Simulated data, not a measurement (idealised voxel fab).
process module | voxel trench capacitor
cross-section cut | 290 nm wide | cells 5 nm
A cross-section is a grid of square cells, given in bands from the top down. A band is one or more rows of cells.
Each band's line starts with the height of the band's top and of its bottom, in nm. Then come its materials from left to right, each with its width in nm. One material with "throughout" fills the band from edge to edge. "air" is empty space.
Height 0 is the level under which the wafer as received is all one material. The lowest band goes on downwards, as in "0 down".
A width such as "30 to 40" changes by the same amount from each row of cells to the next, from the band's top row to its bottom row.
"no change" after a step means that no cell of the cross-section changed.
closed voids: empty space of 8 cells or more with no open way to the top, each as width x height at its distance from the left edge, in nm
after a step's settings: what the simulator itself notes on the step
overlay nm, on a step with a mask: how far to the right of its planned place the mask lay; to the left if negative
plan
1 op RECEIVE | material Si
2 op CONFORMAL_DEP | material SiN | thk nm 5
3 op DIRECTIONAL_DEP | material aC | thk nm 10
4 op PATTERN | tone open | mask id TRENCH | material resist | width nm 30 | pitch nm 55 | thk nm 25 | overlay nm 0
5 op DIRECTIONAL_ETCH | etch materials aC | depth nm 10
6 op STRIP | etch materials resist
7 op DIRECTIONAL_ETCH | etch materials SiN | depth nm 5
8 op DIRECTIONAL_ETCH | etch materials Si | depth nm 40
9 op STRIP | etch materials aC
10 op CONFORMAL_DEP | material HfO2 | thk nm 5
11 op CONFORMAL_DEP | material TiN | thk nm 5
12 op FILL_DEP | material W | thk nm 5
13 op CMP | height nm 5
as received, after step 1
  0 down: Si throughout
  closed voids: none
first wafer at the end, as planned
  5 to 0: SiN 45 | HfO2 5 | TiN 5 | W 10 | TiN 5 | HfO2 5 | SiN 25 | HfO2 5 | TiN 5 | W 10 | TiN 5 | HfO2 5 | SiN 25 | HfO2 5 | TiN 5 | W 10 | TiN 5 | HfO2 5 | SiN 25 | HfO2 5 | TiN 5 | W 10 | TiN 5 | HfO2 5 | SiN 50
  0 to -30: Si 45 | HfO2 5 | TiN 5 | W 10 | TiN 5 | HfO2 5 | Si 25 | HfO2 5 | TiN 5 | W 10 | TiN 5 | HfO2 5 | Si 25 | HfO2 5 | TiN 5 | W 10 | TiN 5 | HfO2 5 | Si 25 | HfO2 5 | TiN 5 | W 10 | TiN 5 | HfO2 5 | Si 50
  -30 to -35: Si 45 | HfO2 5 | TiN 20 | HfO2 5 | Si 25 | HfO2 5 | TiN 20 | HfO2 5 | Si 25 | HfO2 5 | TiN 20 | HfO2 5 | Si 25 | HfO2 5 | TiN 20 | HfO2 5 | Si 50
  -35 to -40: Si 45 | HfO2 30 | Si 25 | HfO2 30 | Si 25 | HfO2 30 | Si 25 | HfO2 30 | Si 50
  -40 down: Si throughout
  closed voids: none
second wafer at the end: like start, like plan, one mistake
  5 to 0: SiN 40 | HfO2 5 | TiN 5 | W 20 | TiN 5 | HfO2 5 | SiN 15 | HfO2 5 | TiN 5 | W 20 | TiN 5 | HfO2 5 | SiN 15 | HfO2 5 | TiN 5 | W 20 | TiN 5 | HfO2 5 | SiN 15 | HfO2 5 | TiN 5 | W 20 | TiN 5 | HfO2 5 | SiN 45
  0 to -30: Si 40 | HfO2 5 | TiN 5 | W 20 | TiN 5 | HfO2 5 | Si 15 | HfO2 5 | TiN 5 | W 20 | TiN 5 | HfO2 5 | Si 15 | HfO2 5 | TiN 5 | W 20 | TiN 5 | HfO2 5 | Si 15 | HfO2 5 | TiN 5 | W 20 | TiN 5 | HfO2 5 | Si 45
  -30 to -35: Si 40 | HfO2 5 | TiN 30 | HfO2 5 | Si 15 | HfO2 5 | TiN 30 | HfO2 5 | Si 15 | HfO2 5 | TiN 30 | HfO2 5 | Si 15 | HfO2 5 | TiN 30 | HfO2 5 | Si 45
  -35 to -40: Si 40 | HfO2 40 | Si 15 | HfO2 40 | Si 15 | HfO2 40 | Si 15 | HfO2 40 | Si 45
  -40 down: Si throughout
  closed voids: none
what went wrong: step 4 ran as: op PATTERN | tone open | mask id TRENCH | material resist | width nm 40 | pitch nm 55 | thk nm 25 | overlay nm 0
at the end the second wafer has, in cells: 8 more of HfO2 | 64 fewer of Si | 8 fewer of SiN | 8 more of TiN | 56 more of W
